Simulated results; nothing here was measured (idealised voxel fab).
Process module name: voxel self aligned contacts
We display cut, a cross-section 260 nm in width whose square cells are each 5 nm.
The cross-sections in this document take the form of a grid made of square cells. They are written out as bands, in order from top to bottom. Each band consists of one or more rows of cells.
Each band's line starts with the height of the band's top and of its bottom, in nm. Then come its materials from left to right, each with its width in nm. One material with "all across" fills the band from edge to edge. "blank" is empty space.
Where do heights start? At 0: under that level the wafer as delivered is made of one material only. And the lowest band has no floor; it just carries on downward, as in "0 down".
With a width like "30 to 40", each row of cells in the band differs from the next by the same amount, the top row carrying the first number and the bottom row the second.
A step reported as "nothing altered" is a step in which no cell of the cross-section changed.
Basically, "Closed void table" tells you about the enclosed voids: empty spaces with no open way to the top, 8 cells or bigger, each written width x height at distance, where distance is from the left edge, all in nm.
That trailing text on a step's line, after the settings, is the simulator's own remark on the step.
If you see "overlay nm" on a step's line and that step has a mask, it's telling you how far right of where it was planned the mask ended up; a negative number means it went left instead.

## The planned process steps are enumerated hereunder
1. RECEIVE, material Si
2. OXIDIZE, depth nm 5
3. DIRECTIONAL_DEP, material polySi, thk nm 30
4. DIRECTIONAL_DEP, material SiN, thk nm 25
5. PATTERN, tone cover, mask id GATE, material resist, width nm 25, pitch nm 70, thk nm 15, overlay nm 0
6. DIRECTIONAL_ETCH, etch materials SiN, depth nm 25
7. DIRECTIONAL_ETCH, etch materials polySi, depth nm 30
8. STRIP, etch materials resist
9. CONFORMAL_DEP, material SiN, thk nm 10
10. DIRECTIONAL_ETCH, etch materials SiN, depth nm 10
11. FILL_DEP, material SiO2, thk nm 15
12. CMP, height nm 65
13. MASKED_ETCH, tone open, mask id CONTACT, width nm 55, pitch nm 70, etch materials SiO2, depth nm 70, overlay nm 0
14. CONFORMAL_DEP, material TiN, thk nm 5
15. FILL_DEP, material W, thk nm 10
16. CMP, height nm 65
17. CONFORMAL_DEP, material SiN, thk nm 5

## Cross-section of the wafer upon arrival, representing the state reached after step 1
- 0 down: Si all across
- Closed void table: none

## Cross-section at module end, one run error; start and plan unchanged from above
- 85 to 80: SiN all across
- 80 to 70: W all across
- 70 to 65: TiN: 70, then W: 45, then TiN: 25, then W: 45, then TiN: 75
- 65 to 55: SiO2: 65, then TiN: 5 to 20, then W: 45 to 15, then TiN: 5 to 20, then SiO2: 15, then TiN: 5 to 20, then W: 45 to 15, then TiN: 5 to 20, then SiO2: 70
- 55 to 30: SiO2: 35, then SiN: 45, then TiN: 5, then W: 15, then TiN: 5, then SiN: 45, then TiN: 5, then W: 15, then TiN: 5, then SiN: 45, then SiO2: 40
- 30 to 0: SiO2: 35, then SiN: 10, then polySi: 25, then SiN: 10, then TiN: 5, then W: 15, then TiN: 5, then SiN: 10, then polySi: 25, then SiN: 10, then TiN: 5, then W: 15, then TiN: 5, then SiN: 10, then polySi: 25, then SiN: 10, then SiO2: 40
- 0 to -5: SiO2: 80, then TiN: 25, then SiO2: 45, then TiN: 25, then SiO2: 85
- -5 down: Si all across
- Closed void table: none
Against the plan, the run slipped here: step 16 of the plan was bypassed and not carried out
